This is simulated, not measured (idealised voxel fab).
This section sets out a process module, namely voxel self aligned vias.
Displayed cross-section: cut, width of 185 nm, square cells sized 5 nm.
Reading order for cross-sections: top band down to bottom band. Underlying form: a grid of square cells. Band size: one or more rows of cells. Band: top height; bottom height; in nm. Then, left to right: material with width in nm, for each material. "all across": a single material spanning edge to edge. "air": empty space. Heights are expressed relative to 0, this being the level below which the as-received wafer comprises one material exclusively. The lowest band is unbounded in the downward direction and is denoted as in "0..down". Think of "30->40" as a width that walks from the first number to the second as you go down the band, top row to bottom row, taking equal-sized steps from row to row. The cross-section has no changed cell in any step marked "nothing got changed". Empty spaces without an open route to the top, at least 8 cells in extent, make up the entry "Listed closed voids"; each is given as width x height at distance, where the distance is measured from the left edge, and all are in nm. Note: text after step settings on the step line = simulator remark on that step. Steps that use a mask can have "overlay nm" on their line. It says how far the mask sat to the right of where it was meant to be. Negative means to the left.
Steps planned for the process
1 RECEIVE, material Si
2 CONFORMAL_DEP, material SiO2, thk nm 10
3 CONFORMAL_DEP, material SiCN, thk nm 5
4 DIRECTIONAL_DEP, material SiO2, thk nm 30
5 DIRECTIONAL_DEP, material aC, thk nm 10
6 PATTERN, tone open, mask id LINES, material resist, width nm 20, pitch nm 70, thk nm 30, overlay nm 0
7 DIRECTIONAL_ETCH, etch materials aC, depth nm 10
8 STRIP, etch materials resist
9 DIRECTIONAL_ETCH, etch materials SiO2, depth nm 30
10 STRIP, etch materials aC
11 CONFORMAL_DEP, material TiN, thk nm 5
12 FILL_DEP, material W, thk nm 10
13 CMP, height nm 45
14 SELECTIVE_ETCH, etch materials W Ru TiN, depth nm 10
15 FILL_DEP, material SiN, thk nm 10
16 CMP, height nm 45
17 DIRECTIONAL_DEP, material SiO2, thk nm 20
18 MASKED_ETCH, tone open, mask id VIAS, width nm 40, pitch nm 70, etch materials SiO2, depth nm 20, overlay nm 0
19 MASKED_ETCH, tone open, mask id VIAS, width nm 40, pitch nm 70, etch materials SiN, depth nm 10, overlay nm 0
20 CONFORMAL_DEP, material TiN, thk nm 5
21 FILL_DEP, material Cu, thk nm 10
22 CMP, height nm 65
23 CONFORMAL_DEP, material SiCN, thk nm 5
Cross-section: wafer on arrival = after step 1
0..down: Si all across
Listed closed voids: none
The first of two wafers, cross-sectioned at the end of the module, with the run proceeding as planned
70..65: SiCN all across
65..50: SiO2=35, then TiN=5, then Cu=30, then TiN=5, then SiO2=30, then TiN=5, then Cu=30, then TiN=5, then SiO2=40
50..40: SiO2=35->45, then TiN=15->5, then Cu=10, then TiN=15->5, then SiO2=30->50, then TiN=15->5, then Cu=10, then TiN=15->5, then SiO2=40->50
40..35: SiO2=45, then TiN=20, then SiO2=50, then TiN=20, then SiO2=50
35..20: SiO2=45, then TiN=5, then W=10, then TiN=5, then SiO2=50, then TiN=5, then W=10, then TiN=5, then SiO2=50
20..15: SiO2=45, then TiN=20, then SiO2=50, then TiN=20, then SiO2=50
15..10: SiCN all across
10..0: SiO2 all across
0..down: Si all across
Listed closed voids: none
Cross-sectional view: second of two wafers, end of module; start and plan identical to the first, one mistake in running
85..80: SiCN all across
80..70: Cu all across
70..65: TiN=40, then Cu=30, then TiN=40, then Cu=30, then TiN=45
65..50: SiO2=35, then TiN=5, then Cu=30, then TiN=5, then SiO2=30, then TiN=5, then Cu=30, then TiN=5, then SiO2=40
50..40: SiO2=35->45, then TiN=15->5, then Cu=10, then TiN=15->5, then SiO2=30->50, then TiN=15->5, then Cu=10, then TiN=15->5, then SiO2=40->50
40..35: SiO2=45, then TiN=20, then SiO2=50, then TiN=20, then SiO2=50
35..20: SiO2=45, then TiN=5, then W=10, then TiN=5, then SiO2=50, then TiN=5, then W=10, then TiN=5, then SiO2=50
20..15: SiO2=45, then TiN=20, then SiO2=50, then TiN=20, then SiO2=50
15..10: SiCN all across
10..0: SiO2 all across
0..down: Si all across
Listed closed voids: none
So what did we get wrong on this run? step 22 of the plan got skipped, so it never ran
Final comparison by cell count, materials where the second wafer has more or fewer than the first: +86 Cu; +25 TiN
